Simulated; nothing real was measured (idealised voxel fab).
process module | voxel ribs on slabs
cross-section cut | 190 nm wide | cells 5 nm
A cross-section is a grid of square cells, given in bands from the top down. A band is one or more rows of cells.
Each band's line starts with the height of the band's top and of its bottom, in nm. Then come its materials from left to right, each with its width in nm. One material with "throughout" fills the band from edge to edge. "air" is empty space.
Height 0 is the level under which the wafer as received is all one material. The lowest band goes on downwards, as in "0 down".
A width such as "30 to 40" changes by the same amount from each row of cells to the next, from the band's top row to its bottom row.
"no change" after a step means that no cell of the cross-section changed.
closed voids: empty space of 8 cells or more with no open way to the top, each as width x height at its distance from the left edge, in nm
after a step's settings: what the simulator itself notes on the step
overlay nm, on a step with a mask: how far to the right of its planned place the mask lay; to the left if negative
plan
1 op RECEIVE | material Si
2 op DIRECTIONAL_DEP | material SiO2 | thk nm 25
3 op DIRECTIONAL_DEP | material SiN | thk nm 15
4 op PATTERN | tone cover | mask id RIB | material resist | width nm 25 | thk nm 20 | overlay nm 0
5 op DIRECTIONAL_ETCH | etch materials SiN | depth nm 10
6 op STRIP | etch materials resist
7 op MASKED_ETCH | tone cover | mask id SLAB | width nm 75 | etch materials SiN | depth nm 5 | overlay nm 0
8 op FILL_DEP | material SiO2 | thk nm 15
9 op CMP | height nm 50
10 op DIRECTIONAL_DEP | material W | thk nm 5
11 op PATTERN | tone cover | mask id HEATER | material resist | width nm 25 | thk nm 20 | overlay nm 0
12 op DIRECTIONAL_ETCH | etch materials W | depth nm 5
13 op STRIP | etch materials resist
14 op CONFORMAL_DEP | material SiN | thk nm 10
varied across the wafers: width nm of step 11. The plan shows the first wafer's value. All wafers start alike
first wafer as received, after step 1
  0 down: Si throughout
  closed voids: none
each wafer at the end: cells of each material gained (+) or lost (-) since it was received, then its closed voids
width nm 25 | +105 SiN | +355 SiO2 | +5 W | closed voids: none
width nm 30 | +105 SiN | +355 SiO2 | +6 W | closed voids: none
width nm 35 | +105 SiN | +355 SiO2 | +7 W | closed voids: none
width nm 40 | +105 SiN | +355 SiO2 | +8 W | closed voids: none
width nm 45 | +105 SiN | +355 SiO2 | +9 W | closed voids: none
width nm 50 | +105 SiN | +355 SiO2 | +10 W | closed voids: none
